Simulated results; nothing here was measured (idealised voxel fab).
Documented hereafter: the process module known as voxel spacer lines.
Xsec cut, 145 nm wide, square cell size 5 nm.
Cross-sections here: square-cell grids, written as top-down lists of bands, a band being one or more rows of cells.
Top, bottom (nm), then materials left to right with widths (nm); lone material tagged "full width" fills the whole band edge to edge; "air" = empty space.
Height 0 is the level under which the wafer as received is all one material. The lowest band goes on downwards, as in "0 and below".
The expression "30..40" gives the width at the extremes of the band, the first number at its top row of cells and the second at its bottom row, with the width changing by equal amounts from each row to the next in between.
"no alterations made", as given for a step, is the statement that not any cell of the cross-section underwent a change during that step.
The label "Completely enclosed voids" introduces a list of the empty spaces, 8 cells or larger, that have no open way up to the top; each entry in it reads width x height at distance, where the distance is taken from the left edge and all three are stated in nm.
Text after the settings on a step's line: the simulator's own remark on that step.
The "overlay nm" setting may appear on a step's line; for a step that uses a mask, it gives how far to the right of its planned position the mask lay, and a negative value indicates the left.

PROCESS STEPS (PLANNED)
- 1: RECEIVE | material Si
- 2: CONFORMAL_DEP | material Al2O3 | thk nm 5
- 3: DIRECTIONAL_DEP | material W | thk nm 15
- 4: DIRECTIONAL_DEP | material polySi | thk nm 20
- 5: PATTERN | tone cover | mask id MANDREL | material resist | width nm 15 | pitch nm 50 | thk nm 30 | overlay nm 0
- 6: DIRECTIONAL_ETCH | etch materials polySi | depth nm 20
- 7: STRIP | etch materials resist
- 8: CONFORMAL_DEP | material SiN | thk nm 10
- 9: DIRECTIONAL_ETCH | etch materials SiN | depth nm 10
- 10: STRIP | etch materials polySi
- 11: DIRECTIONAL_ETCH | etch materials W | depth nm 15
- 12: STRIP | etch materials SiN
- 13: FILL_DEP | material SiO2 | thk nm 5
- 14: CMP | height nm 20

ACCOUNT OF THE FIRST OF TWO WAFERS, WHICH WAS PROCESSED AS INTENDED

CROSS-SECTION OF THE WAFER AS IT CAME TO US, I.E., ALREADY THROUGH STEP 1
    0 and below = Si full width
    Completely enclosed voids: none

AFTER STEP 2: WAFER CROSS-SECTION
    5 down to 0 = Al2O3 full width
    Anything lower than 0 is untouched.

AFTER STEP 3: WAFER CROSS-SECTION
    20 down to 5 = W full width
    Anything lower than 5 is untouched.

AFTER STEP 4: WAFER CROSS-SECTION
    40 down to 20 = polySi full width
    Anything lower than 20 is untouched.

AFTER STEP 5: WAFER CROSS-SECTION
    70 down to 40 = air: 40 / resist: 15 / air: 35 / resist: 15 / air: 40
    Anything lower than 40 is untouched.

AFTER STEP 6: WAFER CROSS-SECTION
    70 down to 40 = air: 40 / resist: 15 / air: 35 / resist: 15 / air: 40
    40 down to 20 = air: 40 / polySi: 15 / air: 35 / polySi: 15 / air: 40
    Anything lower than 20 is untouched.

AFTER STEP 7: WAFER CROSS-SECTION
    40 down to 20 = air: 40 / polySi: 15 / air: 35 / polySi: 15 / air: 40
    Anything lower than 20 is untouched.

AFTER STEP 8: WAFER CROSS-SECTION
    50 down to 40 = air: 30 / SiN: 35 / air: 15 / SiN: 35 / air: 30
    40 down to 30 = air: 30 / SiN: 10 / polySi: 15 / SiN: 10 / air: 15 / SiN: 10 / polySi: 15 / SiN: 10 / air: 30
    30 down to 20 = SiN: 40 / polySi: 15 / SiN: 35 / polySi: 15 / SiN: 40
    Anything lower than 20 is untouched.

AFTER STEP 9: WAFER CROSS-SECTION
    40 down to 20 = air: 30 / SiN: 10 / polySi: 15 / SiN: 10 / air: 15 / SiN: 10 / polySi: 15 / SiN: 10 / air: 30
    Anything lower than 20 is untouched.

AFTER STEP 10: WAFER CROSS-SECTION
    40 down to 20 = air: 30 / SiN: 10 / air: 15 / SiN: 10 / air: 15 / SiN: 10 / air: 15 / SiN: 10 / air: 30
    Anything lower than 20 is untouched.

AFTER STEP 11: WAFER CROSS-SECTION
    40 down to 20 = air: 30 / SiN: 10 / air: 15 / SiN: 10 / air: 15 / SiN: 10 / air: 15 / SiN: 10 / air: 30
    20 down to 5 = air: 30 / W: 10 / air: 15 / W: 10 / air: 15 / W: 10 / air: 15 / W: 10 / air: 30
    Anything lower than 5 is untouched.

AFTER STEP 12: WAFER CROSS-SECTION
    20 down to 5 = air: 30 / W: 10 / air: 15 / W: 10 / air: 15 / W: 10 / air: 15 / W: 10 / air: 30
    Anything lower than 5 is untouched.

AFTER STEP 13: WAFER CROSS-SECTION
    25 down to 20 = SiO2 full width
    20 down to 5 = SiO2: 30 / W: 10 / SiO2: 15 / W: 10 / SiO2: 15 / W: 10 / SiO2: 15 / W: 10 / SiO2: 30
    Anything lower than 5 is untouched.

AFTER STEP 14: WAFER CROSS-SECTION
    20 down to 5 = SiO2: 30 / W: 10 / SiO2: 15 / W: 10 / SiO2: 15 / W: 10 / SiO2: 15 / W: 10 / SiO2: 30
    Anything lower than 5 is untouched.

HERE THE SECOND WAFER IS DESCRIBED. ITS START AND ITS PLAN WERE THOSE OF THE FIRST WAFER. ITS RUN CONTAINED ONE MISTAKE. UP TO AND INCLUDING STEP 4, IT DID EXACTLY WHAT THE FIRST WAFER DID

X-SECTION, SECOND WAFER, WHEN STEP 5 WAS DUE TO FINISH
    70 down to 40 = air: 50 / resist: 15 / air: 35 / resist: 15 / air: 30
    Anything lower than 40 is untouched.

X-SECTION, SECOND WAFER, WHEN STEP 6 WAS DUE TO FINISH
    70 down to 40 = air: 50 / resist: 15 / air: 35 / resist: 15 / air: 30
    40 down to 20 = air: 50 / polySi: 15 / air: 35 / polySi: 15 / air: 30
    Anything lower than 20 is untouched.

X-SECTION, SECOND WAFER, WHEN STEP 7 WAS DUE TO FINISH
    40 down to 20 = air: 50 / polySi: 15 / air: 35 / polySi: 15 / air: 30
    Anything lower than 20 is untouched.

X-SECTION, SECOND WAFER, WHEN STEP 8 WAS DUE TO FINISH
    50 down to 40 = air: 40 / SiN: 35 / air: 15 / SiN: 35 / air: 20
    40 down to 30 = air: 40 / SiN: 10 / polySi: 15 / SiN: 10 / air: 15 / SiN: 10 / polySi: 15 / SiN: 10 / air: 20
    30 down to 20 = SiN: 50 / polySi: 15 / SiN: 35 / polySi: 15 / SiN: 30
    Anything lower than 20 is untouched.

X-SECTION, SECOND WAFER, WHEN STEP 9 WAS DUE TO FINISH
    40 down to 20 = air: 40 / SiN: 10 / polySi: 15 / SiN: 10 / air: 15 / SiN: 10 / polySi: 15 / SiN: 10 / air: 20
    Anything lower than 20 is untouched.

X-SECTION, SECOND WAFER, WHEN STEP 10 WAS DUE TO FINISH
    40 down to 20 = air: 40 / SiN: 10 / air: 15 / SiN: 10 / air: 15 / SiN: 10 / air: 15 / SiN: 10 / air: 20
    Anything lower than 20 is untouched.

X-SECTION, SECOND WAFER, WHEN STEP 11 WAS DUE TO FINISH
    40 down to 20 = air: 40 / SiN: 10 / air: 15 / SiN: 10 / air: 15 / SiN: 10 / air: 15 / SiN: 10 / air: 20
    20 down to 5 = air: 40 / W: 10 / air: 15 / W: 10 / air: 15 / W: 10 / air: 15 / W: 10 / air: 20
    Anything lower than 5 is untouched.

X-SECTION, SECOND WAFER, WHEN STEP 12 WAS DUE TO FINISH
    20 down to 5 = air: 40 / W: 10 / air: 15 / W: 10 / air: 15 / W: 10 / air: 15 / W: 10 / air: 20
    Anything lower than 5 is untouched.

X-SECTION, SECOND WAFER, WHEN STEP 13 WAS DUE TO FINISH
    25 down to 20 = SiO2 full width
    20 down to 5 = SiO2: 40 / W: 10 / SiO2: 15 / W: 10 / SiO2: 15 / W: 10 / SiO2: 15 / W: 10 / SiO2: 20
    Anything lower than 5 is untouched.

X-SECTION, SECOND WAFER, WHEN STEP 14 WAS DUE TO FINISH
    20 down to 5 = SiO2: 40 / W: 10 / SiO2: 15 / W: 10 / SiO2: 15 / W: 10 / SiO2: 15 / W: 10 / SiO2: 20
    Anything lower than 5 is untouched.
In executing the process, a mistake was made relative to the plan: step 5 ran with different settings than intended, the actual operation and settings being PATTERN | tone cover | mask id MANDREL | material resist | width nm 15 | pitch nm 50 | thk nm 30 | overlay nm 10
The concluding comparison shows that, measured in cells, each material is equally abundant on both wafers, albeit at different positions.
